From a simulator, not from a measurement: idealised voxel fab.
process module | voxel self aligned vias
cross-section cut | 240 nm wide | cells 5 nm
A cross-section is a grid of square cells, given in bands from the top down. A band is one or more rows of cells.
Each band's line starts with the height of the band's top and of its bottom, in nm. Then come its materials from left to right, each with its width in nm. One material with "throughout" fills the band from edge to edge. "air" is empty space.
Height 0 is the level under which the wafer as received is all one material. The lowest band goes on downwards, as in "0 down".
A width such as "30 to 40" changes by the same amount from each row of cells to the next, from the band's top row to its bottom row.
"no change" after a step means that no cell of the cross-section changed.
closed voids: empty space of 8 cells or more with no open way to the top, each as width x height at its distance from the left edge, in nm
after a step's settings: what the simulator itself notes on the step
overlay nm, on a step with a mask: how far to the right of its planned place the mask lay; to the left if negative
plan
1 op RECEIVE | material Si
2 op CONFORMAL_DEP | material SiO2 | thk nm 10
3 op CONFORMAL_DEP | material SiCN | thk nm 5
4 op DIRECTIONAL_DEP | material SiO2 | thk nm 25
5 op PATTERN | tone open | mask id LINES | material resist | width nm 20 | pitch nm 65 | thk nm 15 | overlay nm 0
6 op DIRECTIONAL_ETCH | etch materials SiO2 | depth nm 25
7 op STRIP | etch materials resist
8 op CONFORMAL_DEP | material TiN | thk nm 5
9 op FILL_DEP | material W | thk nm 10
10 op CMP | height nm 40
11 op SELECTIVE_ETCH | etch materials W Ru TiN | depth nm 10
12 op FILL_DEP | material SiN | thk nm 5
13 op CMP | height nm 40
14 op DIRECTIONAL_DEP | material SiO2 | thk nm 15
15 op DIRECTIONAL_DEP | material aC | thk nm 10
16 op PATTERN | tone open | mask id VIAS | material resist | width nm 40 | pitch nm 65 | thk nm 30 | overlay nm 0
17 op DIRECTIONAL_ETCH | etch materials aC | depth nm 10
18 op STRIP | etch materials resist
19 op DIRECTIONAL_ETCH | etch materials SiO2 | depth nm 15
20 op DIRECTIONAL_ETCH | etch materials SiN | depth nm 10
21 op STRIP | etch materials aC
22 op CONFORMAL_DEP | material TiN | thk nm 5
23 op FILL_DEP | material Ru | thk nm 5
24 op CMP | height nm 55
25 op CONFORMAL_DEP | material SiN | thk nm 5
as received, after step 1
  0 down: Si throughout
  closed voids: none
a wafer at the end: this start, this plan, one mistake
  60 to 55: SiN throughout
  55 to 45: Ru 60 | TiN 5 | SiO2 40 | TiN 5 | Ru 15 | TiN 5 | SiO2 40 | TiN 5 | Ru 65
  45 to 40: TiN 65 | SiO2 40 | TiN 25 | SiO2 40 | TiN 70
  40 to 30: SiO2 75 | SiN 20 | SiO2 45 | SiN 20 | SiO2 80
  30 to 20: SiO2 75 | TiN 5 | W 10 | TiN 5 | SiO2 45 | TiN 5 | W 10 | TiN 5 | SiO2 80
  20 to 15: SiO2 75 | TiN 20 | SiO2 45 | TiN 20 | SiO2 80
  15 to 10: SiCN throughout
  10 to 0: SiO2 throughout
  0 down: Si throughout
  closed voids: none
what went wrong: step 16 ran as: op PATTERN | tone cover | mask id VIAS | material resist | width nm 40 | pitch nm 65 | thk nm 30 | overlay nm 0
